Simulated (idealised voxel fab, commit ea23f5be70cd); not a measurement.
Name of the process module below: voxel gate over fins
It is cross-section cut that appears here, measuring 220 nm in width, its square cells being 5 nm in size.
Format of a cross-section: grid, square cells. Given as bands. Order: top down. Band: one or more rows of cells.
Each band's line starts with the height of the band's top and of its bottom, in nm. Then come its materials from left to right, each with its width in nm. One material with "throughout" fills the band from edge to edge. "air" is empty space.
Note: height 0 marks the level under which the wafer is uniformly one material as received. Lowest band unbounded below, written "0..down".
Top row gets the first number, bottom row gets the second, and each row in between changes by the same step: that is how a band width like "30->40" works.
Take "nothing got changed" at face value: in the step it is given for, the cross-section changed in none of its cells.
If an empty space has no open way to the top and is at least 8 cells in size, "Sealed-off cavities" lists it, written width x height at distance, where distance is measured from the left edge and every value is in nm.
Note: text after step settings on the step line = simulator remark on that step.
overlay nm: mask right of planned place by this much (step with mask). Neg. = left.

Steps in the process plan:
1,op RECEIVE | material Si
2,op CONFORMAL_DEP | material SiN | thk nm 5
3,op DIRECTIONAL_DEP | material aC | thk nm 15
4,op PATTERN | tone cover | mask id FINS | material resist | width nm 15 | pitch nm 45 | thk nm 30 | overlay nm 0
5,op DIRECTIONAL_ETCH | etch materials aC | depth nm 15
6,op STRIP | etch materials resist
7,op DIRECTIONAL_ETCH | etch materials SiN | depth nm 5
8,op DIRECTIONAL_ETCH | etch materials Si | depth nm 40
9,op STRIP | etch materials aC
10,op OXIDIZE | depth nm 5
11,op FILL_DEP | material SiO2 | thk nm 10
12,op CMP | height nm 5
13,op SELECTIVE_ETCH | etch materials SiO2 | depth nm 20
14,op STRIP | etch materials SiN
15,op CONFORMAL_DEP | material HfO2 | thk nm 5
16,op CONFORMAL_DEP | material TiN | thk nm 5
17,op FILL_DEP | material W | thk nm 15
18,op CMP | height nm 20
19,op CONFORMAL_DEP | material SiCN | thk nm 5

The first wafer of two, processed as planned:

Wafer as received: cross-section following step 1:
    0..down: Si throughout
    Sealed-off cavities: none

After step 2: wafer cross-section:
    5..0: SiN throughout
    For the remainder of the cross-section, below 0, there is no change.

After step 3: wafer cross-section:
    20..5: aC throughout
    For the remainder of the cross-section, below 5, there is no change.

After step 4: wafer cross-section:
    50..20: air: 55; resist: 15; air: 30; resist: 15; air: 30; resist: 15; air: 60
    For the remainder of the cross-section, below 20, there is no change.

After step 5: wafer cross-section:
    35..20: air: 55; resist: 15; air: 30; resist: 15; air: 30; resist: 15; air: 60
    20..5: air: 55; aC: 15; air: 30; aC: 15; air: 30; aC: 15; air: 60
    For the remainder of the cross-section, below 5, there is no change.

After step 6: wafer cross-section:
    20..5: air: 55; aC: 15; air: 30; aC: 15; air: 30; aC: 15; air: 60
    For the remainder of the cross-section, below 5, there is no change.

After step 7: wafer cross-section:
    20..5: air: 55; aC: 15; air: 30; aC: 15; air: 30; aC: 15; air: 60
    5..0: air: 55; SiN: 15; air: 30; SiN: 15; air: 30; SiN: 15; air: 60
    For the remainder of the cross-section, below 0, there is no change.

After step 8: wafer cross-section:
    20..5: air: 55; aC: 15; air: 30; aC: 15; air: 30; aC: 15; air: 60
    5..0: air: 55; SiN: 15; air: 30; SiN: 15; air: 30; SiN: 15; air: 60
    0..-40: air: 55; Si: 15; air: 30; Si: 15; air: 30; Si: 15; air: 60
    For the remainder of the cross-section, below -40, there is no change.

After step 9: wafer cross-section:
    5..0: air: 55; SiN: 15; air: 30; SiN: 15; air: 30; SiN: 15; air: 60
    For the remainder of the cross-section, below 0, there is no change.

After step 10: wafer cross-section:
    5..0: air: 55; SiN: 15; air: 30; SiN: 15; air: 30; SiN: 15; air: 60
    0..-40: air: 55; SiO2: 5; Si: 5; SiO2: 5; air: 30; SiO2: 5; Si: 5; SiO2: 5; air: 30; SiO2: 5; Si: 5; SiO2: 5; air: 60
    -40..-45: SiO2: 60; Si: 5; SiO2: 40; Si: 5; SiO2: 40; Si: 5; SiO2: 65
    For the remainder of the cross-section, below -45, there is no change.

After step 11: wafer cross-section:
    15..5: SiO2 throughout
    5..0: SiO2: 55; SiN: 15; SiO2: 30; SiN: 15; SiO2: 30; SiN: 15; SiO2: 60
    0..-45: SiO2: 60; Si: 5; SiO2: 40; Si: 5; SiO2: 40; Si: 5; SiO2: 65
    For the remainder of the cross-section, below -45, there is no change.

After step 12: wafer cross-section:
    5..0: SiO2: 55; SiN: 15; SiO2: 30; SiN: 15; SiO2: 30; SiN: 15; SiO2: 60
    For the remainder of the cross-section, below 0, there is no change.

After step 13: wafer cross-section:
    5..0: air: 55; SiN: 15; air: 30; SiN: 15; air: 30; SiN: 15; air: 60
    0..-15: air: 60; Si: 5; air: 40; Si: 5; air: 40; Si: 5; air: 65
    For the remainder of the cross-section, below -15, there is no change.

After step 14: wafer cross-section:
    0..-15: air: 60; Si: 5; air: 40; Si: 5; air: 40; Si: 5; air: 65
    For the remainder of the cross-section, below -15, there is no change.

After step 15: wafer cross-section:
    5..0: air: 55; HfO2: 15; air: 30; HfO2: 15; air: 30; HfO2: 15; air: 60
    0..-10: air: 55; HfO2: 5; Si: 5; HfO2: 5; air: 30; HfO2: 5; Si: 5; HfO2: 5; air: 30; HfO2: 5; Si: 5; HfO2: 5; air: 60
    -10..-15: HfO2: 60; Si: 5; HfO2: 40; Si: 5; HfO2: 40; Si: 5; HfO2: 65
    For the remainder of the cross-section, below -15, there is no change.

After step 16: wafer cross-section:
    10..5: air: 50; TiN: 25; air: 20; TiN: 25; air: 20; TiN: 25; air: 55
    5..0: air: 50; TiN: 5; HfO2: 15; TiN: 5; air: 20; TiN: 5; HfO2: 15; TiN: 5; air: 20; TiN: 5; HfO2: 15; TiN: 5; air: 55
    0..-5: air: 50; TiN: 5; HfO2: 5; Si: 5; HfO2: 5; TiN: 5; air: 20; TiN: 5; HfO2: 5; Si: 5; HfO2: 5; TiN: 5; air: 20; TiN: 5; HfO2: 5; Si: 5; HfO2: 5; TiN: 5; air: 55
    -5..-10: TiN: 55; HfO2: 5; Si: 5; HfO2: 5; TiN: 30; HfO2: 5; Si: 5; HfO2: 5; TiN: 30; HfO2: 5; Si: 5; HfO2: 5; TiN: 60
    For the remainder of the cross-section, below -10, there is no change.

After step 17: wafer cross-section:
    25..10: W throughout
    10..5: W: 50; TiN: 25; W: 20; TiN: 25; W: 20; TiN: 25; W: 55
    5..0: W: 50; TiN: 5; HfO2: 15; TiN: 5; W: 20; TiN: 5; HfO2: 15; TiN: 5; W: 20; TiN: 5; HfO2: 15; TiN: 5; W: 55
    0..-5: W: 50; TiN: 5; HfO2: 5; Si: 5; HfO2: 5; TiN: 5; W: 20; TiN: 5; HfO2: 5; Si: 5; HfO2: 5; TiN: 5; W: 20; TiN: 5; HfO2: 5; Si: 5; HfO2: 5; TiN: 5; W: 55
    For the remainder of the cross-section, below -5, there is no change.

After step 18: wafer cross-section:
    20..10: W throughout
    For the remainder of the cross-section, below 10, there is no change.

After step 19: wafer cross-section:
    25..20: SiCN throughout
    For the remainder of the cross-section, below 20, there is no change.

The Second Wafer: Common Origin and Plan, One Mistake in Execution, Identical to the First Through Step 14:

Second wafer: cross-section at the scheduled end of step 15:
    5..0: air: 55; TiN: 15; air: 30; TiN: 15; air: 30; TiN: 15; air: 60
    0..-10: air: 55; TiN: 5; Si: 5; TiN: 5; air: 30; TiN: 5; Si: 5; TiN: 5; air: 30; TiN: 5; Si: 5; TiN: 5; air: 60
    -10..-15: TiN: 60; Si: 5; TiN: 40; Si: 5; TiN: 40; Si: 5; TiN: 65
    For the remainder of the cross-section, below -15, there is no change.

Second wafer: cross-section at the scheduled end of step 16:
    10..5: air: 50; HfO2: 25; air: 20; HfO2: 25; air: 20; HfO2: 25; air: 55
    5..0: air: 50; HfO2: 5; TiN: 15; HfO2: 5; air: 20; HfO2: 5; TiN: 15; HfO2: 5; air: 20; HfO2: 5; TiN: 15; HfO2: 5; air: 55
    0..-5: air: 50; HfO2: 5; TiN: 5; Si: 5; TiN: 5; HfO2: 5; air: 20; HfO2: 5; TiN: 5; Si: 5; TiN: 5; HfO2: 5; air: 20; HfO2: 5; TiN: 5; Si: 5; TiN: 5; HfO2: 5; air: 55
    -5..-10: HfO2: 55; TiN: 5; Si: 5; TiN: 5; HfO2: 30; TiN: 5; Si: 5; TiN: 5; HfO2: 30; TiN: 5; Si: 5; TiN: 5; HfO2: 60
    For the remainder of the cross-section, below -10, there is no change.

Second wafer: cross-section at the scheduled end of step 17:
    25..10: W throughout
    10..5: W: 50; HfO2: 25; W: 20; HfO2: 25; W: 20; HfO2: 25; W: 55
    5..0: W: 50; HfO2: 5; TiN: 15; HfO2: 5; W: 20; HfO2: 5; TiN: 15; HfO2: 5; W: 20; HfO2: 5; TiN: 15; HfO2: 5; W: 55
    0..-5: W: 50; HfO2: 5; TiN: 5; Si: 5; TiN: 5; HfO2: 5; W: 20; HfO2: 5; TiN: 5; Si: 5; TiN: 5; HfO2: 5; W: 20; HfO2: 5; TiN: 5; Si: 5; TiN: 5; HfO2: 5; W: 55
    For the remainder of the cross-section, below -5, there is no change.

Second wafer: cross-section at the scheduled end of step 18:
    20..10: W throughout
    For the remainder of the cross-section, below 10, there is no change.

Second wafer: cross-section at the scheduled end of step 19:
    25..20: SiCN throughout
    For the remainder of the cross-section, below 20, there is no change.
what went wrong: note: step 15 <-> step 16, run order reversed vs plan
Final wafers compared: equal cell tally per material, rearranged layout.
